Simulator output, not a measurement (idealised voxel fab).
Herein follows the process module entitled voxel self aligned vias.
Displayed cross-section: cut, width of 295 nm, square cells sized 5 nm.
Reading order for cross-sections: top band down to bottom band. Underlying form: a grid of square cells. Band size: one or more rows of cells. For a band, the entry starts with two heights in nm, that of the top and then that of the bottom, and carries on with the band's materials in order from left to right, each alongside its width in nm; the word "throughout" beside a single material means it fills the band edge to edge, and "blank" means empty space. Beneath 0, the wafer as received is one material, and that level is where height counting begins. The lowest band goes on downward without a bottom; it is written like "z 0 and below". Graded width ("30->40"): value in top row of band = first number; value in bottom row = second number; row-to-row change constant. Step note "remained unchanged" = no cross-section cell changed. The entry "Enclosed void entries" lists the empty spaces that cover at least 8 cells and have no open path to the top. Each is written as width x height at distance, where the distance is measured from the left edge and all three values are in nm. It should be noted that, on the line of a given step, the content following the step's settings is a remark produced by the simulator itself with respect to that step. Among the settings permitted on a step's line is "overlay nm"; applied to a step with a mask, it specifies the extent to which the mask lay to the right of its planned position, whereas a negative figure signifies a position to the left.
This section lists the process steps that were planned
1) RECEIVE | material Si
2) CONFORMAL_DEP | material SiO2 | thk nm 15
3) CONFORMAL_DEP | material SiCN | thk nm 5
4) DIRECTIONAL_DEP | material lowk | thk nm 25
5) DIRECTIONAL_DEP | material aC | thk nm 15
6) PATTERN | tone open | mask id LINES | material resist | width nm 25 | pitch nm 60 | thk nm 30 | overlay nm 0
7) DIRECTIONAL_ETCH | etch materials aC | depth nm 15
8) STRIP | etch materials resist
9) DIRECTIONAL_ETCH | etch materials lowk | depth nm 25
10) STRIP | etch materials aC
11) CONFORMAL_DEP | material TiN | thk nm 5
12) FILL_DEP | material Ru | thk nm 10
13) CMP | height nm 45
14) SELECTIVE_ETCH | etch materials W Ru TiN | depth nm 5
15) FILL_DEP | material SiN | thk nm 5
16) CMP | height nm 45
17) DIRECTIONAL_DEP | material lowk | thk nm 15
18) PATTERN | tone open | mask id VIAS | material resist | width nm 45 | pitch nm 60 | thk nm 15 | overlay nm 0
19) DIRECTIONAL_ETCH | etch materials lowk | depth nm 15
20) DIRECTIONAL_ETCH | etch materials SiN | depth nm 5
21) STRIP | etch materials resist
22) CONFORMAL_DEP | material TiN | thk nm 5
23) FILL_DEP | material Ru | thk nm 10
24) CMP | height nm 60
25) CONFORMAL_DEP | material SiN | thk nm 5
Here's what the wafer looked like in cross-section when it arrived - that's after step 1
z 0 and below: Si throughout
Enclosed void entries: none
This is how the wafer looks in cross-section once the module is done, given the starting state and plan above and one mistake in carrying the plan out
z 65 to 60: SiN throughout
z 60 to 50: lowk 65 | TiN 5 | Ru 35 | TiN 5 | lowk 15 | TiN 5 | Ru 35 | TiN 5 | lowk 15 | TiN 5 | Ru 35 | TiN 5 | lowk 65
z 50 to 45: lowk 65 | TiN 10 | Ru 15 | TiN 20 | lowk 15 | TiN 10 | Ru 15 | TiN 20 | lowk 15 | TiN 10 | Ru 15 | TiN 20 | lowk 65
z 45 to 40: lowk 70 | TiN 25 | lowk 35 | TiN 25 | lowk 35 | TiN 25 | lowk 80
z 40 to 25: lowk 70 | TiN 5 | Ru 15 | TiN 5 | lowk 35 | TiN 5 | Ru 15 | TiN 5 | lowk 35 | TiN 5 | Ru 15 | TiN 5 | lowk 80
z 25 to 20: lowk 70 | TiN 25 | lowk 35 | TiN 25 | lowk 35 | TiN 25 | lowk 80
z 20 to 15: SiCN throughout
z 15 to 0: SiO2 throughout
z 0 and below: Si throughout
Enclosed void entries: none
The plan and the run diverged here: the process deviated at step 6: the operation and settings actually run there were PATTERN | tone open | mask id LINES | material resist | width nm 25 | pitch nm 60 | thk nm 30 | overlay nm -5
